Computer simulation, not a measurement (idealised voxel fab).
You're looking at the process module voxel gate over fins.
195 nm wide, 5 nm square cells: that's cross-section cut.
Square cells in a grid make up a cross-section in this document, and the grid is given as bands, listed from the top down, each one or more rows of cells.
Band: top and bottom heights (nm) first, top before bottom; then materials from left to right, widths in nm. "everywhere" marks a sole material filling the band edge to edge. "air" denotes empty space.
Heights are reckoned from 0. Under this level, the received wafer is all of one material. The bottommost band is open-ended downward, for example "0 and below".
Width: "30..40" (first number = top row, second number = bottom row, same change from row to row of cells).
A step reported as "no change occurred" is a step in which no cell of the cross-section changed.
For the entry "Sealed internal voids", the listed items are empty spaces with no open way to the top whose size is 8 cells or more; each item follows the pattern width x height at distance, where distance is from the left edge and all three are in nm.
On each step's line, the part that comes after the settings is the simulator's own comment on the step.
The optional step-line setting "overlay nm" applies to steps with a mask and quantifies how far to the right of its planned location the mask lay, a negative value indicating leftward placement.

# Intended process steps
1: op RECEIVE | material Si
2: op CONFORMAL_DEP | material SiN | thk nm 5
3: op PATTERN | tone cover | mask id FINS | material resist | width nm 15 | pitch nm 40 | thk nm 15 | overlay nm 0
4: op DIRECTIONAL_ETCH | etch materials SiN | depth nm 5
5: op DIRECTIONAL_ETCH | etch materials Si | depth nm 40
6: op STRIP | etch materials resist
7: op FILL_DEP | material SiO2 | thk nm 10
8: op CMP | height nm 5
9: op SELECTIVE_ETCH | etch materials SiO2 | depth nm 20
10: op STRIP | etch materials SiN
11: op CONFORMAL_DEP | material HfO2 | thk nm 5
12: op CONFORMAL_DEP | material TiN | thk nm 5
13: op CONFORMAL_DEP | material TiAl | thk nm 5
14: op CONFORMAL_DEP | material TiN | thk nm 5
15: op FILL_DEP | material W | thk nm 15
16: op CMP | height nm 30
17: op CONFORMAL_DEP | material SiN | thk nm 5

# Incoming wafer, cross-sectional view, post step 1
    0 and below: Si everywhere
    Sealed internal voids: none

# The following cross-section depicts the wafer upon conclusion of the module. Processing commenced from the starting condition illustrated above and adhered to the plan illustrated above, save for one mistake in execution
    35 down to 30: SiN everywhere
    30 down to 20: W everywhere
    20 down to 15: TiN everywhere
    15 down to 10: TiAl everywhere
    10 down to 5: TiN everywhere
    5 down to 0: HfO2 (55) | TiN (5) | HfO2 (35) | TiN (5) | HfO2 (35) | TiN (5) | HfO2 (55)
    0 down to -10: Si (50) | HfO2 (5) | TiN (5) | HfO2 (5) | Si (25) | HfO2 (5) | TiN (5) | HfO2 (5) | Si (25) | HfO2 (5) | TiN (5) | HfO2 (5) | Si (50)
    -10 down to -15: Si (50) | HfO2 (15) | Si (25) | HfO2 (15) | Si (25) | HfO2 (15) | Si (50)
    -15 down to -40: Si (50) | SiO2 (15) | Si (25) | SiO2 (15) | Si (25) | SiO2 (15) | Si (50)
    -40 and below: Si everywhere
    Sealed internal voids: none
Against the plan, the run slipped here: step 3 was not run as planned; what actually ran was op PATTERN | tone open | mask id FINS | material resist | width nm 15 | pitch nm 40 | thk nm 15 | overlay nm 0
